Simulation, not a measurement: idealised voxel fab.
Process module heading - voxel transistor to metal
Cross-sectional view cut (width: 270 nm; square cell size: 5 nm).
In this document a cross-section is written as a grid of square cells. It is given as a series of bands, listed from the top down, and a band is one or more rows of cells. Within each band entry, the heights of the top and of the bottom of the band appear first, in that order and in nm; the materials of the band then follow from left to right, each with its corresponding width in nm. The designation "all across" on a single material indicates that it fills the band from edge to edge; the designation "empty" indicates empty space. All heights in this document are referenced to 0, defined as the level beneath which the wafer, as received, consists entirely of one material. The lowest band is not bounded below; it extends indefinitely downward and is written in the form "z 0 and below". Width spec "30->40" -> top row of cells at first value, bottom row at second value, equal per-row change in between. A step reported as "nothing changed" is a step in which no cell of the cross-section changed. "Cavities, closed": sealed empty spaces, 8 cells or more, no open way to top, listed width x height at distance, with distance from the left edge and width, height and distance in nm. That trailing text on a step's line, after the settings, is the simulator's own remark on the step. A step's line can hold "overlay nm"; with a mask on that step, the setting says how far right of the planned place the mask lay, while a negative setting says it lay to the left. If you're wondering how to read the rest of this, here's the deal. It's pairs of cross-sections: one from before a process step, one from after it. The after one is only drawn as far down as the lowest band that changed. Right under each pair you'll see which step sits between them and what its settings were. Don't read the pairs as one continuous story, though. They can come from different runs of this module on the same starting wafer, and a pair only carries on from the one above it where its entry headed "Pre-step snapshot" says so.
[Pre-step snapshot]
	z 45 to 40  30 of TiN | 5 of empty | 70 of TiN | 5 of empty | 50 of TiN | 5 of empty | 70 of TiN | 5 of empty | 30 of TiN
	z 40 to 25  25 of SiO2 | 5 of TiN | 5 of empty | 5 of TiN | 60 of SiO2 | 5 of TiN | 5 of empty | 5 of TiN | 40 of SiO2 | 5 of TiN | 5 of empty | 5 of TiN | 60 of SiO2 | 5 of TiN | 5 of empty | 5 of TiN | 25 of SiO2
	z 25 to 10  25 of SiO2 | 5 of TiN | 5 of empty | 5 of TiN | 5 of SiO2 | 10 of SiN | 5 of HfO2 | 5 of TiN | 10 of W | 5 of TiN | 5 of HfO2 | 10 of SiN | 5 of SiO2 | 5 of TiN | 5 of empty | 5 of TiN | 40 of SiO2 | 5 of TiN | 5 of empty | 5 of TiN | 5 of SiO2 | 10 of SiN | 5 of HfO2 | 5 of TiN | 10 of W | 5 of TiN | 5 of HfO2 | 10 of SiN | 5 of SiO2 | 5 of TiN | 5 of empty | 5 of TiN | 25 of SiO2
	z 10 to 5  25 of SiO2 | 15 of TiN | 5 of SiO2 | 10 of SiN | 5 of HfO2 | 5 of TiN | 10 of W | 5 of TiN | 5 of HfO2 | 10 of SiN | 5 of SiO2 | 15 of TiN | 40 of SiO2 | 15 of TiN | 5 of SiO2 | 10 of SiN | 5 of HfO2 | 5 of TiN | 10 of W | 5 of TiN | 5 of HfO2 | 10 of SiN | 5 of SiO2 | 15 of TiN | 25 of SiO2
	z 5 to 0  15 of SiO2 | 10 of SiN | 10 of TiN | 10 of pSi | 10 of SiN | 5 of HfO2 | 20 of TiN | 5 of HfO2 | 10 of SiN | 10 of pSi | 10 of TiN | 10 of SiN | 20 of SiO2 | 10 of SiN | 10 of TiN | 10 of pSi | 10 of SiN | 5 of HfO2 | 20 of TiN | 5 of HfO2 | 10 of SiN | 10 of pSi | 10 of TiN | 10 of SiN | 15 of SiO2
	z 0 to -5  25 of SiO2 | 10 of TiN | 10 of pSi | 5 of SiO2 | 40 of HfO2 | 5 of SiO2 | 10 of pSi | 10 of TiN | 40 of SiO2 | 10 of TiN | 10 of pSi | 5 of SiO2 | 40 of HfO2 | 5 of SiO2 | 10 of pSi | 10 of TiN | 25 of SiO2
	z -5 to -15  25 of SiO2 | 20 of pSi | 50 of Si | 20 of pSi | 40 of SiO2 | 20 of pSi | 50 of Si | 20 of pSi | 25 of SiO2
	z -15 to -30  25 of SiO2 | 90 of Si | 40 of SiO2 | 90 of Si | 25 of SiO2
	z -30 and below  Si all across
	Cavities, closed: none
[Sectional View, Post-Process]
	z 50 to 45  Ru all across
	z 45 to 40  30 of TiN | 5 of Ru | 70 of TiN | 5 of Ru | 50 of TiN | 5 of Ru | 70 of TiN | 5 of Ru | 30 of TiN
	z 40 to 25  25 of SiO2 | 5 of TiN | 5 of Ru | 5 of TiN | 60 of SiO2 | 5 of TiN | 5 of Ru | 5 of TiN | 40 of SiO2 | 5 of TiN | 5 of Ru | 5 of TiN | 60 of SiO2 | 5 of TiN | 5 of Ru | 5 of TiN | 25 of SiO2
	z 25 to 10  25 of SiO2 | 5 of TiN | 5 of Ru | 5 of TiN | 5 of SiO2 | 10 of SiN | 5 of HfO2 | 5 of TiN | 10 of W | 5 of TiN | 5 of HfO2 | 10 of SiN | 5 of SiO2 | 5 of TiN | 5 of Ru | 5 of TiN | 40 of SiO2 | 5 of TiN | 5 of Ru | 5 of TiN | 5 of SiO2 | 10 of SiN | 5 of HfO2 | 5 of TiN | 10 of W | 5 of TiN | 5 of HfO2 | 10 of SiN | 5 of SiO2 | 5 of TiN | 5 of Ru | 5 of TiN | 25 of SiO2
	Below 10 it's all the same as before, nothing changed down there.
	Cavities, closed: none
Which step turns the before cross-section above into the after cross-section? FILL_DEP (material Ru; thk nm 5)
Pre-step snapshot: as shown after the step in the preceding pair, directly above.
[Sectional View, Post-Process]
	z 40 to 25  25 of SiO2 | 5 of TiN | 5 of Ru | 5 of TiN | 60 of SiO2 | 5 of TiN | 5 of Ru | 5 of TiN | 40 of SiO2 | 5 of TiN | 5 of Ru | 5 of TiN | 60 of SiO2 | 5 of TiN | 5 of Ru | 5 of TiN | 25 of SiO2
	Below 25 it's all the same as before, nothing changed down there.
	Cavities, closed: none
Which step turns the before cross-section above into the after cross-section? CMP (height nm 40)
Pre-step snapshot: as shown after the step in the preceding pair, directly above.
[Sectional View, Post-Process]
	z 45 to 40  SiCN all across
	Below 40 it's all the same as before, nothing changed down there.
	Cavities, closed: none
Which step turns the before cross-section above into the after cross-section? CONFORMAL_DEP (material SiCN; thk nm 5)
Pre-step snapshot: as shown after the step in the preceding pair, directly above.
[Sectional View, Post-Process]
	z 60 to 45  lowk all across
	Below 45 it's all the same as before, nothing changed down there.
	Cavities, closed: none
Which step turns the before cross-section above into the after cross-section? DIRECTIONAL_DEP (material lowk; thk nm 15)
Pre-step snapshot: as shown after the step in the preceding pair, directly above.
[Sectional View, Post-Process]
	z 60 to 45  25 of lowk | 15 of empty | 60 of lowk | 15 of empty | 40 of lowk | 15 of empty | 60 of lowk | 15 of empty | 25 of lowk
	Below 45 it's all the same as before, nothing changed down there.
	Cavities, closed: none
Which step turns the before cross-section above into the after cross-section? MASKED_ETCH (tone open; mask id METAL_1; width nm 15; etch materials lowk; depth nm 15; overlay nm 0)
Pre-step snapshot: as shown after the step in the preceding pair, directly above.
[Sectional View, Post-Process]
	z 60 to 45  25 of lowk | 15 of empty | 60 of lowk | 15 of empty | 40 of lowk | 15 of empty | 60 of lowk | 15 of empty | 25 of lowk
	z 45 to 40  25 of SiCN | 15 of empty | 60 of SiCN | 15 of empty | 40 of SiCN | 15 of empty | 60 of SiCN | 15 of empty | 25 of SiCN
	Below 40 it's all the same as before, nothing changed down there.
	Cavities, closed: none
Which step turns the before cross-section above into the after cross-section? MASKED_ETCH (tone open; mask id METAL_1; width nm 15; etch materials SiCN; depth nm 5; overlay nm 0)
Pre-step snapshot: as shown after the step in the preceding pair, directly above.
[Sectional View, Post-Process]
	z 65 to 60  30 of TiN | 5 of empty | 70 of TiN | 5 of empty | 50 of TiN | 5 of empty | 70 of TiN | 5 of empty | 30 of TiN
	z 60 to 45  25 of lowk | 5 of TiN | 5 of empty | 5 of TiN | 60 of lowk | 5 of TiN | 5 of empty | 5 of TiN | 40 of lowk | 5 of TiN | 5 of empty | 5 of TiN | 60 of lowk | 5 of TiN | 5 of empty | 5 of TiN | 25 of lowk
	z 45 to 40  25 of SiCN | 15 of TiN | 60 of SiCN | 15 of TiN | 40 of SiCN | 15 of TiN | 60 of SiCN | 15 of TiN | 25 of SiCN
	Below 40 it's all the same as before, nothing changed down there.
	Cavities, closed: none
Which step turns the before cross-section above into the after cross-section? CONFORMAL_DEP (material TiN; thk nm 5)
Pre-step snapshot: as shown after the step in the preceding pair, directly above.
[Sectional View, Post-Process]
	z 70 to 65  Cu all across
	z 65 to 60  30 of TiN | 5 of Cu | 70 of TiN | 5 of Cu | 50 of TiN | 5 of Cu | 70 of TiN | 5 of Cu | 30 of TiN
	z 60 to 45  25 of lowk | 5 of TiN | 5 of Cu | 5 of TiN | 60 of lowk | 5 of TiN | 5 of Cu | 5 of TiN | 40 of lowk | 5 of TiN | 5 of Cu | 5 of TiN | 60 of lowk | 5 of TiN | 5 of Cu | 5 of TiN | 25 of lowk
	Below 45 it's all the same as before, nothing changed down there.
	Cavities, closed: none
Which step turns the before cross-section above into the after cross-section? FILL_DEP (material Cu; thk nm 5)
Pre-step snapshot: as shown after the step in the preceding pair, directly above.
[Sectional View, Post-Process]
	z 60 to 45  25 of lowk | 5 of TiN | 5 of Cu | 5 of TiN | 60 of lowk | 5 of TiN | 5 of Cu | 5 of TiN | 40 of lowk | 5 of TiN | 5 of Cu | 5 of TiN | 60 of lowk | 5 of TiN | 5 of Cu | 5 of TiN | 25 of lowk
	Below 45 it's all the same as before, nothing changed down there.
	Cavities, closed: none
Which step turns the before cross-section above into the after cross-section? CMP (height nm 60)
Pre-step snapshot: as shown after the step in the preceding pair, directly above.
[Sectional View, Post-Process]
	z 65 to 60  SiCN all across
	Below 60 it's all the same as before, nothing changed down there.
	Cavities, closed: none
Which step turns the before cross-section above into the after cross-section? CONFORMAL_DEP (material SiCN; thk nm 5)
Pre-step snapshot: as shown after the step in the preceding pair, directly above.
[Sectional View, Post-Process]
	z 100 to 65  SiO2 all across
	Below 65 it's all the same as before, nothing changed down there.
	Cavities, closed: none
Which step turns the before cross-section above into the after cross-section? DIRECTIONAL_DEP (material SiO2; thk nm 35)
Pre-step snapshot: as shown after the step in the preceding pair, directly above.
[Sectional View, Post-Process]
	z 115 to 100  25 of resist | 15 of empty | 115 of resist | 15 of empty | 100 of resist
	Below 100 it's all the same as before, nothing changed down there.
	Cavities, closed: none
Which step turns the before cross-section above into the after cross-section? PATTERN (tone open; mask id METAL_2; material resist; width nm 15; pitch nm 130; thk nm 15; overlay nm 0)
Pre-step snapshot: as shown after the step in the preceding pair, directly above.
[Sectional View, Post-Process]
	z 115 to 100  25 of resist | 15 of empty | 115 of resist | 15 of empty | 100 of resist
	z 100 to 80  25 of SiO2 | 15 of empty | 115 of SiO2 | 15 of empty | 100 of SiO2
	Below 80 it's all the same as before, nothing changed down there.
	Cavities, closed: none
Which step turns the before cross-section above into the after cross-section? DIRECTIONAL_ETCH (etch materials SiO2; depth nm 20)
Pre-step snapshot: as shown after the step in the preceding pair, directly above.
[Sectional View, Post-Process]
	z 100 to 80  25 of SiO2 | 15 of empty | 115 of SiO2 | 15 of empty | 100 of SiO2
	Below 80 it's all the same as before, nothing changed down there.
	Cavities, closed: none
Which step turns the before cross-section above into the after cross-section? STRIP (etch materials resist)
Pre-step snapshot: as shown after the step in the preceding pair, directly above.
[Sectional View, Post-Process]
	z 110 to 100  25 of aC | 15 of empty | 115 of aC | 15 of empty | 100 of aC
	z 100 to 90  25 of SiO2 | 15 of empty | 115 of SiO2 | 15 of empty | 100 of SiO2
	z 90 to 80  25 of SiO2 | 15 of aC | 115 of SiO2 | 15 of aC | 100 of SiO2
	Below 80 it's all the same as before, nothing changed down there.
	Cavities, closed: none
Which step turns the before cross-section above into the after cross-section? DIRECTIONAL_DEP (material aC; thk nm 10)
Pre-step snapshot: as shown after the step in the preceding pair, directly above.
[Sectional View, Post-Process]
	z 140 to 110  25 of resist | 15 of empty | 115 of resist | 15 of empty | 100 of resist
	Below 110 it's all the same as before, nothing changed down there.
	Cavities, closed: none
Which step turns the before cross-section above into the after cross-section? PATTERN (tone open; mask id METAL_2_HOLES; material resist; width nm 15; pitch nm 130; thk nm 30; overlay nm 0)
Pre-step snapshot: as shown after the step in the preceding pair, directly above.
[Sectional View, Post-Process]
	z 130 to 110  25 of resist | 15 of empty | 115 of resist | 15 of empty | 100 of resist
	z 110 to 100  25 of aC | 15 of empty | 115 of aC | 15 of empty | 100 of aC
	z 100 to 80  25 of SiO2 | 15 of empty | 115 of SiO2 | 15 of empty | 100 of SiO2
	Below 80 it's all the same as before, nothing changed down there.
	Cavities, closed: none
Which step turns the before cross-section above into the after cross-section? DIRECTIONAL_ETCH (etch materials aC; depth nm 10)
Pre-step snapshot: as shown after the step in the preceding pair, directly above.
[Sectional View, Post-Process]
	z 110 to 100  25 of aC | 15 of empty | 115 of aC | 15 of empty | 100 of aC
	Below 100 it's all the same as before, nothing changed down there.
	Cavities, closed: none
Which step turns the before cross-section above into the after cross-section? STRIP (etch materials resist)
Pre-step snapshot: as shown after the step in the preceding pair, directly above.
[Sectional View, Post-Process]
	z 110 to 100  25 of aC | 15 of empty | 115 of aC | 15 of empty | 100 of aC
	z 100 to 65  25 of SiO2 | 15 of empty | 115 of SiO2 | 15 of empty | 100 of SiO2
	Below 65 it's all the same as before, nothing changed down there.
	Cavities, closed: none
Which step turns the before cross-section above into the after cross-section? DIRECTIONAL_ETCH (etch materials SiO2; depth nm 15)
Pre-step snapshot: as shown after the step in the preceding pair, directly above.
[Sectional View, Post-Process]
	z 110 to 100  25 of aC | 15 of empty | 115 of aC | 15 of empty | 100 of aC
	z 100 to 65  25 of SiO2 | 15 of empty | 115 of SiO2 | 15 of empty | 100 of SiO2
	z 65 to 60  25 of SiCN | 15 of empty | 115 of SiCN | 15 of empty | 100 of SiCN
	Below 60 it's all the same as before, nothing changed down there.
	Cavities, closed: none
Which step turns the before cross-section above into the after cross-section? DIRECTIONAL_ETCH (etch materials SiCN; depth nm 5)
Pre-step snapshot: as shown after the step in the preceding pair, directly above.
[Sectional View, Post-Process]
	z 100 to 65  25 of SiO2 | 15 of empty | 115 of SiO2 | 15 of empty | 100 of SiO2
	Below 65 it's all the same as before, nothing changed down there.
	Cavities, closed: none
Which step turns the before cross-section above into the after cross-section? STRIP (etch materials aC)
Pre-step snapshot: as shown after the step in the preceding pair, directly above.
[Sectional View, Post-Process]
	z 105 to 100  30 of TiN | 5 of empty | 125 of TiN | 5 of empty | 105 of TiN
	z 100 to 65  25 of SiO2 | 5 of TiN | 5 of empty | 5 of TiN | 115 of SiO2 | 5 of TiN | 5 of empty | 5 of TiN | 100 of SiO2
	z 65 to 60  25 of SiCN | 15 of TiN | 115 of SiCN | 15 of TiN | 100 of SiCN
	Below 60 it's all the same as before, nothing changed down there.
	Cavities, closed: none
Which step turns the before cross-section above into the after cross-section? CONFORMAL_DEP (material TiN; thk nm 5)
Pre-step snapshot: as shown after the step in the preceding pair, directly above.
[Sectional View, Post-Process]
	z 110 to 105  Ru all across
	z 105 to 100  30 of TiN | 5 of Ru | 125 of TiN | 5 of Ru | 105 of TiN
	z 100 to 65  25 of SiO2 | 5 of TiN | 5 of Ru | 5 of TiN | 115 of SiO2 | 5 of TiN | 5 of Ru | 5 of TiN | 100 of SiO2
	Below 65 it's all the same as before, nothing changed down there.
	Cavities, closed: none
Which step turns the before cross-section above into the after cross-section? FILL_DEP (material Ru; thk nm 5)
Pre-step snapshot: as shown after the step in the preceding pair, directly above.
[Sectional View, Post-Process]
	z 100 to 65  25 of SiO2 | 5 of TiN | 5 of Ru | 5 of TiN | 115 of SiO2 | 5 of TiN | 5 of Ru | 5 of TiN | 100 of SiO2
	Below 65 it's all the same as before, nothing changed down there.
	Cavities, closed: none
Which step turns the before cross-section above into the after cross-section? CMP (height nm 100)
Pre-step snapshot: as shown after the step in the preceding pair, directly above.
[Sectional View, Post-Process]
	z 105 to 100  SiN all across
	Below 100 it's all the same as before, nothing changed down there.
	Cavities, closed: none
Which step turns the before cross-section above into the after cross-section? CONFORMAL_DEP (material SiN; thk nm 5)
[Pre-step snapshot]
	z 45 to 40  W all across
	z 40 to 35  35 of W | 30 of TiN | 10 of W | 30 of TiN | 60 of W | 30 of TiN | 10 of W | 30 of TiN | 35 of W
	z 35 to 30  40 of TiN | 20 of HfO2 | 5 of TiN | 10 of W | 5 of TiN | 20 of HfO2 | 70 of TiN | 20 of HfO2 | 5 of TiN | 10 of W | 5 of TiN | 20 of HfO2 | 40 of TiN
	z 30 to 25  45 of HfO2 | 10 of SiN | 5 of HfO2 | 5 of TiN | 10 of W | 5 of TiN | 5 of HfO2 | 10 of SiN | 80 of HfO2 | 10 of SiN | 5 of HfO2 | 5 of TiN | 10 of W | 5 of TiN | 5 of HfO2 | 10 of SiN | 45 of HfO2
	z 25 to 5  45 of SiO2 | 10 of SiN | 5 of HfO2 | 5 of TiN | 10 of W | 5 of TiN | 5 of HfO2 | 10 of SiN | 80 of SiO2 | 10 of SiN | 5 of HfO2 | 5 of TiN | 10 of W | 5 of TiN | 5 of HfO2 | 10 of SiN | 45 of SiO2
	z 5 to 0  15 of SiO2 | 10 of SiN | 10 of SiO2 | 10 of pSi | 10 of SiN | 5 of HfO2 | 20 of TiN | 5 of HfO2 | 10 of SiN | 10 of pSi | 10 of SiO2 | 10 of SiN | 20 of SiO2 | 10 of SiN | 10 of SiO2 | 10 of pSi | 10 of SiN | 5 of HfO2 | 20 of TiN | 5 of HfO2 | 10 of SiN | 10 of pSi | 10 of SiO2 | 10 of SiN | 15 of SiO2
	z 0 to -5  35 of SiO2 | 10 of pSi | 5 of SiO2 | 40 of HfO2 | 5 of SiO2 | 10 of pSi | 60 of SiO2 | 10 of pSi | 5 of SiO2 | 40 of HfO2 | 5 of SiO2 | 10 of pSi | 35 of SiO2
	z -5 to -15  25 of SiO2 | 20 of pSi | 50 of Si | 20 of pSi | 40 of SiO2 | 20 of pSi | 50 of Si | 20 of pSi | 25 of SiO2
	z -15 to -30  25 of SiO2 | 90 of Si | 40 of SiO2 | 90 of Si | 25 of SiO2
	z -30 and below  Si all across
	Cavities, closed: none
[Sectional View, Post-Process]
	z 60 to 45  SiO2 all across
	Below 45 it's all the same as before, nothing changed down there.
	Cavities, closed: none
Which step turns the before cross-section above into the after cross-section? DIRECTIONAL_DEP (material SiO2; thk nm 15)
Pre-step snapshot: as shown after the step in the preceding pair, directly above.
[Sectional View, Post-Process]
	z 80 to 60  25 of resist | 15 of empty | 60 of resist | 15 of empty | 40 of resist | 15 of empty | 60 of resist | 15 of empty | 25 of resist
	Below 60 it's all the same as before, nothing changed down there.
	Cavities, closed: none
Which step turns the before cross-section above into the after cross-section? PATTERN (tone open; mask id CONTACT; material resist; width nm 15; thk nm 20; overlay nm 0)
Pre-step snapshot: as shown after the step in the preceding pair, directly above.
[Sectional View, Post-Process]
	z 80 to 60  25 of resist | 15 of empty | 60 of resist | 15 of empty | 40 of resist | 15 of empty | 60 of resist | 15 of empty | 25 of resist
	z 60 to 45  25 of SiO2 | 15 of empty | 60 of SiO2 | 15 of empty | 40 of SiO2 | 15 of empty | 60 of SiO2 | 15 of empty | 25 of SiO2
	Below 45 it's all the same as before, nothing changed down there.
	Cavities, closed: none
Which step turns the before cross-section above into the after cross-section? DIRECTIONAL_ETCH (etch materials SiO2; depth nm 45)
Pre-step snapshot: as shown after the step in the preceding pair, directly above.
[Sectional View, Post-Process]
	z 60 to 45  25 of SiO2 | 15 of empty | 60 of SiO2 | 15 of empty | 40 of SiO2 | 15 of empty | 60 of SiO2 | 15 of empty | 25 of SiO2
	Below 45 it's all the same as before, nothing changed down there.
	Cavities, closed: none
Which step turns the before cross-section above into the after cross-section? STRIP (etch materials resist)
Pre-step snapshot: as shown after the step in the preceding pair, directly above.
[Sectional View, Post-Process]
	z 65 to 60  30 of TiN | 5 of empty | 70 of TiN | 5 of empty | 50 of TiN | 5 of empty | 70 of TiN | 5 of empty | 30 of TiN
	z 60 to 50  25 of SiO2 | 5 of TiN | 5 of empty | 5 of TiN | 60 of SiO2 | 5 of TiN | 5 of empty | 5 of TiN | 40 of SiO2 | 5 of TiN | 5 of empty | 5 of TiN | 60 of SiO2 | 5 of TiN | 5 of empty | 5 of TiN | 25 of SiO2
	z 50 to 45  25 of SiO2 | 15 of TiN | 60 of SiO2 | 15 of TiN | 40 of SiO2 | 15 of TiN | 60 of SiO2 | 15 of TiN | 25 of SiO2
	Below 45 it's all the same as before, nothing changed down there.
	Cavities, closed: none
Which step turns the before cross-section above into the after cross-section? CONFORMAL_DEP (material TiN; thk nm 5)
Pre-step snapshot: as shown after the step in the preceding pair, directly above.
[Sectional View, Post-Process]
	z 70 to 65  Ru all across
	z 65 to 60  30 of TiN | 5 of Ru | 70 of TiN | 5 of Ru | 50 of TiN | 5 of Ru | 70 of TiN | 5 of Ru | 30 of TiN
	z 60 to 50  25 of SiO2 | 5 of TiN | 5 of Ru | 5 of TiN | 60 of SiO2 | 5 of TiN | 5 of Ru | 5 of TiN | 40 of SiO2 | 5 of TiN | 5 of Ru | 5 of TiN | 60 of SiO2 | 5 of TiN | 5 of Ru | 5 of TiN | 25 of SiO2
	Below 50 it's all the same as before, nothing changed down there.
	Cavities, closed: none
Which step turns the before cross-section above into the after cross-section? FILL_DEP (material Ru; thk nm 5)
Pre-step snapshot: as shown after the step in the preceding pair, directly above.
[Sectional View, Post-Process]
	z 40 to 35  35 of W | 30 of TiN | 10 of W | 30 of TiN | 60 of W | 30 of TiN | 10 of W | 30 of TiN | 35 of W
	Below 35 it's all the same as before, nothing changed down there.
	Cavities, closed: none
Which step turns the before cross-section above into the after cross-section? CMP (height nm 40)
Pre-step snapshot: as shown after the step in the preceding pair, directly above.
[Sectional View, Post-Process]
	z 45 to 40  SiCN all across
	Below 40 it's all the same as before, nothing changed down there.
	Cavities, closed: none
Which step turns the before cross-section above into the after cross-section? CONFORMAL_DEP (material SiCN; thk nm 5)
Pre-step snapshot: as shown after the step in the preceding pair, directly above.
[Sectional View, Post-Process]
	z 60 to 45  lowk all across
	Below 45 it's all the same as before, nothing changed down there.
	Cavities, closed: none
Which step turns the before cross-section above into the after cross-section? DIRECTIONAL_DEP (material lowk; thk nm 15)
Pre-step snapshot: as shown after the step in the preceding pair, directly above.
[Sectional View, Post-Process]
	z 60 to 45  25 of lowk | 15 of empty | 60 of lowk | 15 of empty | 40 of lowk | 15 of empty | 60 of lowk | 15 of empty | 25 of lowk
	Below 45 it's all the same as before, nothing changed down there.
	Cavities, closed: none
Which step turns the before cross-section above into the after cross-section? MASKED_ETCH (tone open; mask id METAL_1; width nm 15; etch materials lowk; depth nm 15; overlay nm 0)
Pre-step snapshot: as shown after the step in the preceding pair, directly above.
[Sectional View, Post-Process]
	z 60 to 45  25 of lowk | 15 of empty | 60 of lowk | 15 of empty | 40 of lowk | 15 of empty | 60 of lowk | 15 of empty | 25 of lowk
	z 45 to 40  25 of SiCN | 15 of empty | 60 of SiCN | 15 of empty | 40 of SiCN | 15 of empty | 60 of SiCN | 15 of empty | 25 of SiCN
	Below 40 it's all the same as before, nothing changed down there.
	Cavities, closed: none
Which step turns the before cross-section above into the after cross-section? MASKED_ETCH (tone open; mask id METAL_1; width nm 15; etch materials SiCN; depth nm 5; overlay nm 0)
Pre-step snapshot: as shown after the step in the preceding pair, directly above.
[Sectional View, Post-Process]
	z 65 to 60  30 of TiN | 5 of empty | 70 of TiN | 5 of empty | 50 of TiN | 5 of empty | 70 of TiN | 5 of empty | 30 of TiN
	z 60 to 45  25 of lowk | 5 of TiN | 5 of empty | 5 of TiN | 60 of lowk | 5 of TiN | 5 of empty | 5 of TiN | 40 of lowk | 5 of TiN | 5 of empty | 5 of TiN | 60 of lowk | 5 of TiN | 5 of empty | 5 of TiN | 25 of lowk
	z 45 to 40  25 of SiCN | 15 of TiN | 60 of SiCN | 15 of TiN | 40 of SiCN | 15 of TiN | 60 of SiCN | 15 of TiN | 25 of SiCN
	Below 40 it's all the same as before, nothing changed down there.
	Cavities, closed: none
Which step turns the before cross-section above into the after cross-section? CONFORMAL_DEP (material TiN; thk nm 5)
Pre-step snapshot: as shown after the step in the preceding pair, directly above.
[Sectional View, Post-Process]
	z 70 to 65  Cu all across
	z 65 to 60  30 of TiN | 5 of Cu | 70 of TiN | 5 of Cu | 50 of TiN | 5 of Cu | 70 of TiN | 5 of Cu | 30 of TiN
	z 60 to 45  25 of lowk | 5 of TiN | 5 of Cu | 5 of TiN | 60 of lowk | 5 of TiN | 5 of Cu | 5 of TiN | 40 of lowk | 5 of TiN | 5 of Cu | 5 of TiN | 60 of lowk | 5 of TiN | 5 of Cu | 5 of TiN | 25 of lowk
	Below 45 it's all the same as before, nothing changed down there.
	Cavities, closed: none
Which step turns the before cross-section above into the after cross-section? FILL_DEP (material Cu; thk nm 5)
Pre-step snapshot: as shown after the step in the preceding pair, directly above.
[Sectional View, Post-Process]
	z 60 to 45  25 of lowk | 5 of TiN | 5 of Cu | 5 of TiN | 60 of lowk | 5 of TiN | 5 of Cu | 5 of TiN | 40 of lowk | 5 of TiN | 5 of Cu | 5 of TiN | 60 of lowk | 5 of TiN | 5 of Cu | 5 of TiN | 25 of lowk
	Below 45 it's all the same as before, nothing changed down there.
	Cavities, closed: none
Which step turns the before cross-section above into the after cross-section? CMP (height nm 60)
Pre-step snapshot: as shown after the step in the preceding pair, directly above.
[Sectional View, Post-Process]
	z 65 to 60  SiCN all across
	Below 60 it's all the same as before, nothing changed down there.
	Cavities, closed: none
Which step turns the before cross-section above into the after cross-section? CONFORMAL_DEP (material SiCN; thk nm 5)
Pre-step snapshot: as shown after the step in the preceding pair, directly above.
[Sectional View, Post-Process]
	z 100 to 65  SiO2 all across
	Below 65 it's all the same as before, nothing changed down there.
	Cavities, closed: none
Which step turns the before cross-section above into the after cross-section? DIRECTIONAL_DEP (material SiO2; thk nm 35)
Pre-step snapshot: as shown after the step in the preceding pair, directly above.
[Sectional View, Post-Process]
	z 115 to 100  25 of resist | 15 of empty | 115 of resist | 15 of empty | 100 of resist
	Below 100 it's all the same as before, nothing changed down there.
	Cavities, closed: none
Which step turns the before cross-section above into the after cross-section? PATTERN (tone open; mask id METAL_2; material resist; width nm 15; pitch nm 130; thk nm 15; overlay nm 0)
Pre-step snapshot: as shown after the step in the preceding pair, directly above.
[Sectional View, Post-Process]
	z 115 to 100  25 of resist | 15 of empty | 115 of resist | 15 of empty | 100 of resist
	z 100 to 80  25 of SiO2 | 15 of empty | 115 of SiO2 | 15 of empty | 100 of SiO2
	Below 80 it's all the same as before, nothing changed down there.
	Cavities, closed: none
Which step turns the before cross-section above into the after cross-section? DIRECTIONAL_ETCH (etch materials SiO2; depth nm 20)
Pre-step snapshot: as shown after the step in the preceding pair, directly above.
[Sectional View, Post-Process]
	z 100 to 80  25 of SiO2 | 15 of empty | 115 of SiO2 | 15 of empty | 100 of SiO2
	Below 80 it's all the same as before, nothing changed down there.
	Cavities, closed: none
Which step turns the before cross-section above into the after cross-section? STRIP (etch materials resist)
Pre-step snapshot: as shown after the step in the preceding pair, directly above.
[Sectional View, Post-Process]
	z 110 to 100  25 of aC | 15 of empty | 115 of aC | 15 of empty | 100 of aC
	z 100 to 90  25 of SiO2 | 15 of empty | 115 of SiO2 | 15 of empty | 100 of SiO2
	z 90 to 80  25 of SiO2 | 15 of aC | 115 of SiO2 | 15 of aC | 100 of SiO2
	Below 80 it's all the same as before, nothing changed down there.
	Cavities, closed: none
Which step turns the before cross-section above into the after cross-section? DIRECTIONAL_DEP (material aC; thk nm 10)
Pre-step snapshot: as shown after the step in the preceding pair, directly above.
[Sectional View, Post-Process]
	z 140 to 110  25 of resist | 15 of empty | 115 of resist | 15 of empty | 100 of resist
	Below 110 it's all the same as before, nothing changed down there.
	Cavities, closed: none
Which step turns the before cross-section above into the after cross-section? PATTERN (tone open; mask id METAL_2_HOLES; material resist; width nm 15; pitch nm 130; thk nm 30; overlay nm 0)
Pre-step snapshot: as shown after the step in the preceding pair, directly above.
[Sectional View, Post-Process]
	z 130 to 110  25 of resist | 15 of empty | 115 of resist | 15 of empty | 100 of resist
	z 110 to 100  25 of aC | 15 of empty | 115 of aC | 15 of empty | 100 of aC
	z 100 to 80  25 of SiO2 | 15 of empty | 115 of SiO2 | 15 of empty | 100 of SiO2
	Below 80 it's all the same as before, nothing changed down there.
	Cavities, closed: none
Which step turns the before cross-section above into the after cross-section? DIRECTIONAL_ETCH (etch materials aC; depth nm 10)
Pre-step snapshot: as shown after the step in the preceding pair, directly above.
[Sectional View, Post-Process]
	z 110 to 100  25 of aC | 15 of empty | 115 of aC | 15 of empty | 100 of aC
	Below 100 it's all the same as before, nothing changed down there.
	Cavities, closed: none
Which step turns the before cross-section above into the after cross-section? STRIP (etch materials resist)
Pre-step snapshot: as shown after the step in the preceding pair, directly above.
[Sectional View, Post-Process]
	z 110 to 100  25 of aC | 15 of empty | 115 of aC | 15 of empty | 100 of aC
	z 100 to 65  25 of SiO2 | 15 of empty | 115 of SiO2 | 15 of empty | 100 of SiO2
	Below 65 it's all the same as before, nothing changed down there.
	Cavities, closed: none
Which step turns the before cross-section above into the after cross-section? DIRECTIONAL_ETCH (etch materials SiO2; depth nm 15)
Pre-step snapshot: as shown after the step in the preceding pair, directly above.
[Sectional View, Post-Process]
	z 110 to 100  25 of aC | 15 of empty | 115 of aC | 15 of empty | 100 of aC
	z 100 to 65  25 of SiO2 | 15 of empty | 115 of SiO2 | 15 of empty | 100 of SiO2
	z 65 to 60  25 of SiCN | 15 of empty | 115 of SiCN | 15 of empty | 100 of SiCN
	Below 60 it's all the same as before, nothing changed down there.
	Cavities, closed: none
Which step turns the before cross-section above into the after cross-section? DIRECTIONAL_ETCH (etch materials SiCN; depth nm 5)
Pre-step snapshot: as shown after the step in the preceding pair, directly above.
[Sectional View, Post-Process]
	z 100 to 65  25 of SiO2 | 15 of empty | 115 of SiO2 | 15 of empty | 100 of SiO2
	Below 65 it's all the same as before, nothing changed down there.
	Cavities, closed: none
Which step turns the before cross-section above into the after cross-section? STRIP (etch materials aC)
